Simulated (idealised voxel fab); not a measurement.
process module | voxel fin reveal
cross-section cut | 290 nm wide | cells 5 nm
A cross-section is a grid of square cells, given in bands from the top down. A band is one or more rows of cells.
Each band's line starts with the height of the band's top and of its bottom, in nm. Then come its materials from left to right, each with its width in nm. One material with "throughout" fills the band from edge to edge. "air" is empty space.
Height 0 is the level under which the wafer as received is all one material. The lowest band goes on downwards, as in "0 down".
A width such as "30 to 40" changes by the same amount from each row of cells to the next, from the band's top row to its bottom row.
"no change" after a step means that no cell of the cross-section changed.
closed voids: empty space of 8 cells or more with no open way to the top, each as width x height at its distance from the left edge, in nm
after a step's settings: what the simulator itself notes on the step
overlay nm, on a step with a mask: how far to the right of its planned place the mask lay; to the left if negative
plan
1 op RECEIVE | material Si
2 op CONFORMAL_DEP | material SiN | thk nm 5
3 op DIRECTIONAL_DEP | material aC | thk nm 10
4 op PATTERN | tone cover | mask id FINS | material resist | width nm 15 | pitch nm 35 | thk nm 30 | overlay nm 0
5 op DIRECTIONAL_ETCH | etch materials aC | depth nm 10
6 op STRIP | etch materials resist
7 op DIRECTIONAL_ETCH | etch materials SiN | depth nm 5
8 op DIRECTIONAL_ETCH | etch materials Si | depth nm 30
9 op STRIP | etch materials aC
10 op OXIDIZE | depth nm 5
11 op FILL_DEP | material SiO2 | thk nm 15
12 op CMP | height nm 5
13 op SELECTIVE_ETCH | etch materials SiO2 | depth nm 20
14 op STRIP | etch materials SiN
15 op CONFORMAL_DEP | material HfO2 | thk nm 5
as received, after step 1
  0 down: Si throughout
  closed voids: none
a wafer at the end: this start, this plan, one mistake
  5 to 0: air 120 | aC 15 | air 20 | aC 15 | air 120
  0 to -10: air 120 | aC 5 | Si 5 | aC 5 | air 20 | aC 5 | Si 5 | aC 5 | air 120
  -10 to -15: aC 125 | Si 5 | aC 30 | Si 5 | aC 125
  -15 to -35: SiO2 125 | Si 5 | SiO2 30 | Si 5 | SiO2 125
  -35 down: Si throughout
  closed voids: none
what went wrong: step 15 ran as: op CONFORMAL_DEP | material aC | thk nm 5
